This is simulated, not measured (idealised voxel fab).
The following is a process module called voxel released beams.
Section shown: cut. Width: 255 nm. Cell size: 5 nm, square.
Square cells in a grid make up a cross-section in this document, and the grid is given as bands, listed from the top down, each one or more rows of cells. Each band's line starts with the height of the band's top and of its bottom, in nm. Then come its materials from left to right, each with its width in nm. One material with "everywhere" fills the band from edge to edge. "empty" is empty space. Height datum 0, below which the as-received substrate wafer is one material. Lowest band open at the bottom, running downward: "0 and below". The expression "30->40" gives the width at the extremes of the band, the first number at its top row of cells and the second at its bottom row, with the width changing by equal amounts from each row to the next in between. The designation "nothing changed", where it is given for a processing step, indicates that no cell of the cross-section was altered in the course of that step. Each empty space that has no open way to the top and spans at least 8 cells appears under "Trapped void list" as width x height at distance, the distance counted from the left edge, all in nm. Text after the settings on a step's line: the simulator's own remark on that step. "overlay nm" denotes, for a step that has a mask, the displacement of the mask to the right of its planned place, with negative values corresponding to the left.

**The steps planned for the process are as follows**
1. RECEIVE,material Si
2. CONFORMAL_DEP,material Al2O3,thk nm 5
3. DIRECTIONAL_DEP,material SiO2,thk nm 20
4. PATTERN,tone open,mask id ANCHOR,material resist,width nm 35,thk nm 20,overlay nm 0
5. DIRECTIONAL_ETCH,etch materials SiO2,depth nm 20
6. STRIP,etch materials resist
7. CONFORMAL_DEP,material SiN,thk nm 15
8. MASKED_ETCH,tone cover,mask id BEAM,width nm 120,etch materials SiN,depth nm 15,overlay nm 0
9. STRIP,etch materials SiO2

**The first of the two wafers, which ran as planned**

**Cross-sectional view of the wafer in its as-received condition, corresponding to the state after step 1**
	0 and below: Si everywhere
	Trapped void list: none

**Cross-section through the wafer, step 2 finished**
	5 down to 0: Al2O3 everywhere
	For the remainder of the cross-section, below 0, there is no change.

**Cross-section through the wafer, step 3 finished**
	25 down to 5: SiO2 everywhere
	For the remainder of the cross-section, below 5, there is no change.

**Cross-section through the wafer, step 4 finished**
	45 down to 25: resist: 70 / empty: 35 / resist: 150
	For the remainder of the cross-section, below 25, there is no change.

**Cross-section through the wafer, step 5 finished**
	45 down to 25: resist: 70 / empty: 35 / resist: 150
	25 down to 5: SiO2: 70 / empty: 35 / SiO2: 150
	For the remainder of the cross-section, below 5, there is no change.

**Cross-section through the wafer, step 6 finished**
	25 down to 5: SiO2: 70 / empty: 35 / SiO2: 150
	For the remainder of the cross-section, below 5, there is no change.

**Cross-section through the wafer, step 7 finished**
	40 down to 25: SiN: 85 / empty: 5 / SiN: 165
	25 down to 20: SiO2: 70 / SiN: 15 / empty: 5 / SiN: 15 / SiO2: 150
	20 down to 5: SiO2: 70 / SiN: 35 / SiO2: 150
	For the remainder of the cross-section, below 5, there is no change.

**Cross-section through the wafer, step 8 finished**
	40 down to 25: empty: 65 / SiN: 20 / empty: 5 / SiN: 95 / empty: 70
	For the remainder of the cross-section, below 25, there is no change.

**Cross-section through the wafer, step 9 finished**
	40 down to 25: empty: 65 / SiN: 20 / empty: 5 / SiN: 95 / empty: 70
	25 down to 20: empty: 70 / SiN: 15 / empty: 5 / SiN: 15 / empty: 150
	20 down to 5: empty: 70 / SiN: 35 / empty: 150
	For the remainder of the cross-section, below 5, there is no change.

**The second wafer began exactly as the first did and followed the same plan, but one mistake was made while running it; through step 3 inclusive, the two wafers are identical**

**Second wafer, cut view, end of step 4 per plan**
	45 down to 25: resist: 75 / empty: 25 / resist: 155
	For the remainder of the cross-section, below 25, there is no change.

**Second wafer, cut view, end of step 5 per plan**
	45 down to 25: resist: 75 / empty: 25 / resist: 155
	25 down to 5: SiO2: 75 / empty: 25 / SiO2: 155
	For the remainder of the cross-section, below 5, there is no change.

**Second wafer, cut view, end of step 6 per plan**
	25 down to 5: SiO2: 75 / empty: 25 / SiO2: 155
	For the remainder of the cross-section, below 5, there is no change.

**Second wafer, cut view, end of step 7 per plan**
	40 down to 25: SiN everywhere
	25 down to 5: SiO2: 75 / SiN: 25 / SiO2: 155
	For the remainder of the cross-section, below 5, there is no change.

**Second wafer, cut view, end of step 8 per plan**
	40 down to 25: empty: 65 / SiN: 120 / empty: 70
	For the remainder of the cross-section, below 25, there is no change.

**Second wafer, cut view, end of step 9 per plan**
	40 down to 25: empty: 65 / SiN: 120 / empty: 70
	25 down to 5: empty: 75 / SiN: 25 / empty: 155
	For the remainder of the cross-section, below 5, there is no change.
Misprocessing identified: so step 4 ended up running with a different setting than we planned, it ran as PATTERN,tone open,mask id ANCHOR,material resist,width nm 25,thk nm 20,overlay nm 0
Per the end-of-run cell counts, the second wafer holds more or fewer of some materials than the first: -4 SiN
